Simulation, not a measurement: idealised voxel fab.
process module | voxel wiring stack
cross-section cut | 180 nm wide | cells 5 nm
A cross-section is a grid of square cells, given in bands from the top down. A band is one or more rows of cells.
Each band's line starts with the height of the band's top and of its bottom, in nm. Then come its materials from left to right, each with its width in nm. One material with "throughout" fills the band from edge to edge. "air" is empty space.
Height 0 is the level under which the wafer as received is all one material. The lowest band goes on downwards, as in "0 down".
A width such as "30 to 40" changes by the same amount from each row of cells to the next, from the band's top row to its bottom row.
"no change" after a step means that no cell of the cross-section changed.
closed voids: empty space of 8 cells or more with no open way to the top, each as width x height at its distance from the left edge, in nm
after a step's settings: what the simulator itself notes on the step
overlay nm, on a step with a mask: how far to the right of its planned place the mask lay; to the left if negative
plan
1 op RECEIVE | material Si
2 op CONFORMAL_DEP | material SiO2 | thk nm 10
3 op DIRECTIONAL_DEP | material TiN | thk nm 5
4 op DIRECTIONAL_DEP | material Ru | thk nm 15
5 op DIRECTIONAL_DEP | material aC | thk nm 15
6 op PATTERN | tone cover | mask id METAL_1 | material resist | width nm 20 | pitch nm 50 | thk nm 35 | overlay nm 0
7 op DIRECTIONAL_ETCH | etch materials aC | depth nm 15
8 op STRIP | etch materials resist
9 op DIRECTIONAL_ETCH | etch materials Ru | depth nm 15
10 op DIRECTIONAL_ETCH | etch materials TiN | depth nm 5
11 op STRIP | etch materials aC
12 op FILL_DEP | material SiO2 | thk nm 10
13 op CMP | height nm 30
14 op CONFORMAL_DEP | material SiCN | thk nm 5
15 op DIRECTIONAL_DEP | material lowk | thk nm 15
16 op MASKED_ETCH | tone open | mask id PLUG_1 | width nm 15 | pitch nm 100 | etch materials lowk | depth nm 15 | overlay nm 0
17 op MASKED_ETCH | tone open | mask id PLUG_1 | width nm 15 | pitch nm 100 | etch materials SiCN | depth nm 5 | overlay nm 0
18 op CONFORMAL_DEP | material TiN | thk nm 5
19 op FILL_DEP | material Cu | thk nm 10
20 op CMP | height nm 50
21 op CONFORMAL_DEP | material SiCN | thk nm 5
22 op DIRECTIONAL_DEP | material SiO2 | thk nm 15
23 op MASKED_ETCH | tone open | mask id METAL_2 | width nm 15 | pitch nm 50 | etch materials SiO2 | depth nm 15 | overlay nm 0
24 op MASKED_ETCH | tone open | mask id METAL_2 | width nm 20 | pitch nm 50 | etch materials SiCN | depth nm 5 | overlay nm 0
25 op CONFORMAL_DEP | material TiN | thk nm 5
26 op FILL_DEP | material Ru | thk nm 5
27 op CMP | height nm 70
28 op CONFORMAL_DEP | material SiCN | thk nm 5
29 op DIRECTIONAL_DEP | material SiO2 | thk nm 15
30 op MASKED_ETCH | tone open | mask id PLUG_2 | width nm 15 | pitch nm 100 | etch materials SiO2 | depth nm 15 | overlay nm 0
31 op MASKED_ETCH | tone open | mask id PLUG_2 | width nm 15 | pitch nm 100 | etch materials SiCN | depth nm 5 | overlay nm 0
32 op EPI | material Ru | thk nm 10
33 op EPI | material Ru | thk nm 10
34 op CONFORMAL_DEP | material SiN | thk nm 5
35 op DIRECTIONAL_DEP | material lowk | thk nm 15
36 op MASKED_ETCH | tone open | mask id METAL_3 | width nm 20 | pitch nm 50 | etch materials lowk | depth nm 15 | overlay nm 0
37 op MASKED_ETCH | tone open | mask id METAL_3 | width nm 20 | pitch nm 50 | etch materials SiN | depth nm 5 | overlay nm 0
38 op CONFORMAL_DEP | material TiN | thk nm 5
39 op FILL_DEP | material Cu | thk nm 10
40 op CMP | height nm 110
41 op EPI | material Ru | thk nm 5
42 op FILL_DEP | material SiCN | thk nm 5
43 op DIRECTIONAL_DEP | material SiO2 | thk nm 25
44 op MASKED_ETCH | tone open | mask id METAL_4 | width nm 20 | pitch nm 50 | etch materials SiO2 | depth nm 15 | overlay nm 0
45 op MASKED_ETCH | tone open | mask id METAL_4_HOLES | width nm 15 | pitch nm 50 | etch materials SiO2 | depth nm 10 | overlay nm 0
46 op MASKED_ETCH | tone open | mask id METAL_4_HOLES | width nm 15 | pitch nm 50 | etch materials SiCN | depth nm 5 | overlay nm 0
47 op CONFORMAL_DEP | material TiN | thk nm 5
48 op FILL_DEP | material Cu | thk nm 10
49 op CMP | height nm 145
50 op CONFORMAL_DEP | material SiN | thk nm 5
varied across the wafers: width nm of step 23. The plan shows the first wafer's value. All wafers start alike
first wafer as received, after step 1
  0 down: Si throughout
  closed voids: none
first wafer at the end, after step 50
  150 to 145: SiN throughout
  145 to 135: SiO2 30 | TiN 5 | Cu 10 | TiN 5 | SiO2 30 | TiN 5 | Cu 10 | TiN 5 | SiO2 30 | TiN 5 | Cu 10 | TiN 5 | SiO2 30
  135 to 130: SiO2 30 | TiN 5 | Cu 5 | TiN 10 | SiO2 30 | TiN 5 | Cu 5 | TiN 10 | SiO2 30 | TiN 5 | Cu 5 | TiN 10 | SiO2 30
  130 to 120: SiO2 30 | TiN 5 | Cu 5 | TiN 5 | SiO2 35 | TiN 5 | Cu 5 | TiN 5 | SiO2 35 | TiN 5 | Cu 5 | TiN 5 | SiO2 35
  120 to 115: SiCN 30 | TiN 15 | SiCN 35 | TiN 15 | SiCN 35 | TiN 15 | SiCN 35
  115 to 110: SiCN 25 | Ru 30 | SiCN 20 | Ru 30 | SiCN 20 | Ru 30 | SiCN 25
  110 to 95: lowk 30 | TiN 5 | Cu 10 | TiN 5 | lowk 30 | TiN 5 | Cu 10 | TiN 5 | lowk 30 | TiN 5 | Cu 10 | TiN 5 | lowk 30
  95 to 90: SiN 30 | TiN 20 | SiN 30 | TiN 20 | SiN 30 | TiN 20 | SiN 30
  90 to 75: SiO2 30 | Ru 15 | SiO2 85 | Ru 15 | SiO2 35
  75 to 70: SiCN 30 | Ru 15 | SiCN 85 | Ru 15 | SiCN 35
  70 to 55: SiO2 35 | TiN 5 | Ru 5 | TiN 5 | SiO2 35 | TiN 5 | Ru 5 | TiN 5 | SiO2 35 | TiN 5 | Ru 5 | TiN 5 | SiO2 30
  55 to 50: SiCN 35 | TiN 15 | SiCN 35 | TiN 15 | SiCN 35 | TiN 15 | SiCN 30
  50 to 35: lowk 30 | TiN 5 | Cu 5 | TiN 5 | lowk 85 | TiN 5 | Cu 5 | TiN 5 | lowk 35
  35 to 30: SiCN 30 | TiN 15 | SiCN 85 | TiN 15 | SiCN 35
  30 to 15: SiO2 30 | Ru 20 | SiO2 30 | Ru 20 | SiO2 30 | Ru 20 | SiO2 30
  15 to 10: SiO2 30 | TiN 20 | SiO2 30 | TiN 20 | SiO2 30 | TiN 20 | SiO2 30
  10 to 0: SiO2 throughout
  0 down: Si throughout
  closed voids: none
last wafer at the end
  150 to 145: SiN throughout
  145 to 135: SiO2 30 | TiN 5 | Cu 10 | TiN 5 | SiO2 30 | TiN 5 | Cu 10 | TiN 5 | SiO2 30 | TiN 5 | Cu 10 | TiN 5 | SiO2 30
  135 to 130: SiO2 30 | TiN 5 | Cu 5 | TiN 10 | SiO2 30 | TiN 5 | Cu 5 | TiN 10 | SiO2 30 | TiN 5 | Cu 5 | TiN 10 | SiO2 30
  130 to 120: SiO2 30 | TiN 5 | Cu 5 | TiN 5 | SiO2 35 | TiN 5 | Cu 5 | TiN 5 | SiO2 35 | TiN 5 | Cu 5 | TiN 5 | SiO2 35
  120 to 115: SiCN 30 | TiN 15 | SiCN 35 | TiN 15 | SiCN 35 | TiN 15 | SiCN 35
  115 to 110: SiCN 25 | Ru 30 | SiCN 20 | Ru 30 | SiCN 20 | Ru 30 | SiCN 25
  110 to 95: lowk 30 | TiN 5 | Cu 10 | TiN 5 | lowk 30 | TiN 5 | Cu 10 | TiN 5 | lowk 30 | TiN 5 | Cu 10 | TiN 5 | lowk 30
  95 to 90: SiN 30 | TiN 20 | SiN 30 | TiN 20 | SiN 30 | TiN 20 | SiN 30
  90 to 75: SiO2 30 | Ru 15 | SiO2 85 | Ru 15 | SiO2 35
  75 to 70: SiCN 30 | Ru 15 | SiCN 85 | Ru 15 | SiCN 35
  70 to 60: SiO2 25 | TiN 5 | Ru 25 | TiN 5 | SiO2 15 | TiN 5 | Ru 25 | TiN 5 | SiO2 15 | TiN 5 | Ru 25 | TiN 5 | SiO2 20
  60 to 55: SiO2 25 | TiN 10 | Ru 10 | TiN 15 | SiO2 15 | TiN 10 | Ru 10 | TiN 15 | SiO2 15 | TiN 10 | Ru 10 | TiN 15 | SiO2 20
  55 to 50: SiCN 30 | TiN 20 | SiCN 30 | TiN 20 | SiCN 30 | TiN 20 | SiCN 30
  50 to 35: lowk 30 | TiN 5 | Cu 5 | TiN 5 | lowk 85 | TiN 5 | Cu 5 | TiN 5 | lowk 35
  35 to 30: SiCN 30 | TiN 15 | SiCN 85 | TiN 15 | SiCN 35
  30 to 15: SiO2 30 | Ru 20 | SiO2 30 | Ru 20 | SiO2 30 | Ru 20 | SiO2 30
  15 to 10: SiO2 30 | TiN 20 | SiO2 30 | TiN 20 | SiO2 30 | TiN 20 | SiO2 30
  10 to 0: SiO2 throughout
  0 down: Si throughout
  closed voids: none
each wafer at the end: cells of each material gained (+) or lost (-) since it was received, then its closed voids
width nm 15 | +45 Cu | +87 Ru | +132 SiCN | +60 SiN | +465 SiO2 | +129 TiN | +162 lowk | closed voids: none
width nm 20 | +45 Cu | +96 Ru | +129 SiCN | +60 SiN | +456 SiO2 | +132 TiN | +162 lowk | closed voids: none
width nm 25 | +45 Cu | +102 Ru | +129 SiCN | +60 SiN | +447 SiO2 | +135 TiN | +162 lowk | closed voids: none
width nm 30 | +45 Cu | +108 Ru | +129 SiCN | +60 SiN | +438 SiO2 | +138 TiN | +162 lowk | closed voids: none
width nm 35 | +45 Cu | +114 Ru | +129 SiCN | +60 SiN | +429 SiO2 | +141 TiN | +162 lowk | closed voids: none
